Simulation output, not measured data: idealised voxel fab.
Herein follows the process module entitled voxel lift off.
Section shown: cut. Width: 230 nm. Cell size: 5 nm, square.
Bands, listed from the top down, are how a cross-section gets written in this document; the cross-section itself is a grid of square cells, and a band is one or more rows of them. Band: top height; bottom height; in nm. Then, left to right: material with width in nm, for each material. "edge to edge": a single material spanning edge to edge. "air": empty space. The reference from which all heights are counted is 0, the level beneath which the as-received wafer is entirely one material; the lowest band, having no lower bound, proceeds downward and is written after the example "0 and below". Width "30 to 40": first value at the band's top row of cells, second value at its bottom row, equal change from row to row. "same as before" after a step means that no cell of the cross-section changed. "Fully closed voids" contains a list of empty spaces, each no smaller than 8 cells and without an open way to the top, written in the form width x height at distance with the distance from the left edge and all three in nm. after a step's settings: what the simulator itself notes on the step. overlay nm: mask right of planned place by this much (step with mask). Neg. = left.
Set out below are the planned steps of the process
1 op RECEIVE | material Si
2 op CONFORMAL_DEP | material SiN | thk nm 5
3 op PATTERN | tone open | mask id LINES | material resist | width nm 15 | pitch nm 30 | thk nm 30 | overlay nm 0
4 op DIRECTIONAL_DEP | material Ru | thk nm 15
5 op STRIP | etch materials resist
6 op CONFORMAL_DEP | material SiO2 | thk nm 5
The cross-section here shows the wafer as received, i.e. in its state after step 1
    0 and below = Si edge to edge
    Fully closed voids: none
The module was run from the start shown above using the plan shown above, but one mistake was made doing it; the resulting wafer cross-section is below
    10 down to 5 = SiO2 edge to edge
    5 down to 0 = SiN edge to edge
    0 and below = Si edge to edge
    Fully closed voids: none
Heads up, the wafer didn't run the way we planned it: execution of step 4 of the plan did not take place, the step having been omitted
